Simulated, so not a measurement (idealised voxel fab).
The name of this process module is voxel wiring stack.
We display cut, a cross-section 190 nm in width whose square cells are each 5 nm.
Cross-section, as written here: a square-cell grid given band by band from the top down, where a band holds one or more rows of cells. Top height, bottom height, nm. Materials left to right, width each, nm. Single material + "everywhere" = fills band edge to edge. "empty" = empty. Height is counted from the level 0, under which the received wafer is composed throughout of one material. The lowest of the bands is not closed at the bottom but continues downward, in the notation "top 0, no bottom". Top row gets the first number, bottom row gets the second, and each row in between changes by the same step: that is how a band width like "30 to 40" works. "no modification" (step): cross-section cells unchanged, all of them. "Sealed internal cavities": sealed empty spaces, 8 cells or more, no open way to top, listed width x height at distance, with distance from the left edge and width, height and distance in nm. Read whatever lies past the settings on a step's line as the simulator's own remark about the step. overlay nm: for a step with a mask, the amount by which the mask lay right of where it was planned; a negative amount means left of it.

[The process steps that were planned are listed below]
1,RECEIVE with material Si
2,CONFORMAL_DEP with material SiO2, thk nm 10
3,CONFORMAL_DEP with material SiN, thk nm 5
4,DIRECTIONAL_DEP with material lowk, thk nm 15
5,DIRECTIONAL_DEP with material aC, thk nm 10
6,PATTERN with tone open, mask id METAL_1, material resist, width nm 30, pitch nm 60, thk nm 30, overlay nm 0
7,DIRECTIONAL_ETCH with etch materials aC, depth nm 10
8,STRIP with etch materials resist
9,DIRECTIONAL_ETCH with etch materials lowk, depth nm 15
10,DIRECTIONAL_ETCH with etch materials SiN, depth nm 5
11,STRIP with etch materials aC
12,CONFORMAL_DEP with material TiN, thk nm 5
13,FILL_DEP with material Cu, thk nm 10
14,CMP with height nm 30
15,EPI with material Ru, thk nm 5
16,FILL_DEP with material SiCN, thk nm 5
17,DIRECTIONAL_DEP with material SiO2, thk nm 15
18,PATTERN with tone open, mask id PLUG_1, material resist, width nm 15, pitch nm 60, thk nm 20, overlay nm 0
19,DIRECTIONAL_ETCH with etch materials SiO2, depth nm 15
20,DIRECTIONAL_ETCH with etch materials SiCN, depth nm 5
21,STRIP with etch materials resist
22,CONFORMAL_DEP with material TiN, thk nm 5
23,FILL_DEP with material Ru, thk nm 10
24,CMP with height nm 55
25,DIRECTIONAL_DEP with material TiN, thk nm 5
26,DIRECTIONAL_DEP with material W, thk nm 20
27,MASKED_ETCH with tone cover, mask id METAL_2, width nm 30, pitch nm 60, etch materials W, depth nm 20, overlay nm 0
28,MASKED_ETCH with tone cover, mask id METAL_2, width nm 30, pitch nm 60, etch materials TiN, depth nm 5, overlay nm 0
29,FILL_DEP with material SiO2, thk nm 5
30,CMP with height nm 80
31,CONFORMAL_DEP with material SiCN, thk nm 5

[Cross-sectional view of the wafer in its as-received condition, corresponding to the state after step 1]
top 0, no bottom | Si everywhere
Sealed internal cavities: none

[First of two wafers, end-of-module section, run followed plan]
top 85, bottom 80 | SiCN everywhere
top 80, bottom 60 | SiO2=20 | W=30 | SiO2=30 | W=30 | SiO2=30 | W=30 | SiO2=20
top 60, bottom 55 | SiO2=20 | TiN=30 | SiO2=30 | TiN=30 | SiO2=30 | TiN=30 | SiO2=20
top 55, bottom 40 | SiO2=20 | TiN=5 | Ru=5 | TiN=5 | SiO2=45 | TiN=5 | Ru=5 | TiN=5 | SiO2=45 | TiN=5 | Ru=5 | TiN=5 | SiO2=35
top 40, bottom 35 | SiCN=20 | TiN=15 | SiCN=45 | TiN=15 | SiCN=45 | TiN=15 | SiCN=35
top 35, bottom 30 | SiCN=15 | Ru=40 | SiCN=20 | Ru=40 | SiCN=20 | Ru=40 | SiCN=15
top 30, bottom 15 | lowk=20 | TiN=5 | Cu=20 | TiN=5 | lowk=30 | TiN=5 | Cu=20 | TiN=5 | lowk=30 | TiN=5 | Cu=20 | TiN=5 | lowk=20
top 15, bottom 10 | SiN=20 | TiN=30 | SiN=30 | TiN=30 | SiN=30 | TiN=30 | SiN=20
top 10, bottom 0 | SiO2 everywhere
top 0, no bottom | Si everywhere
Sealed internal cavities: none

[Cross-section, second wafer: same start as the first, same plan as the first, one mistake in running it; taken at the end of the module]
top 85, bottom 80 | SiCN everywhere
top 80, bottom 60 | SiO2=20 | W=30 | SiO2=30 | W=30 | SiO2=30 | W=30 | SiO2=20
top 60, bottom 55 | SiO2=15 | TiN=35 | SiO2=25 | TiN=35 | SiO2=25 | TiN=35 | SiO2=20
top 55, bottom 40 | SiO2=20 | TiN=5 | Ru=5 | TiN=5 | SiO2=45 | TiN=5 | Ru=5 | TiN=5 | SiO2=45 | TiN=5 | Ru=5 | TiN=5 | SiO2=35
top 40, bottom 35 | SiCN=20 | TiN=15 | SiCN=45 | TiN=15 | SiCN=45 | TiN=15 | SiCN=35
top 35, bottom 30 | SiCN=15 | Ru=40 | SiCN=20 | Ru=40 | SiCN=20 | Ru=40 | SiCN=15
top 30, bottom 15 | lowk=20 | TiN=5 | Cu=20 | TiN=5 | lowk=30 | TiN=5 | Cu=20 | TiN=5 | lowk=30 | TiN=5 | Cu=20 | TiN=5 | lowk=20
top 15, bottom 10 | SiN=20 | TiN=30 | SiN=30 | TiN=30 | SiN=30 | TiN=30 | SiN=20
top 10, bottom 0 | SiO2 everywhere
top 0, no bottom | Si everywhere
Sealed internal cavities: none
Diagnosis: step 28 went in with a setting other than planned; the actual run was MASKED_ETCH with tone cover, mask id METAL_2, width nm 30, pitch nm 60, etch materials TiN, depth nm 5, overlay nm -5
Final tally in cells, some materials are higher or lower on the second wafer than on the first: SiO2: 3 fewer, TiN: 3 more
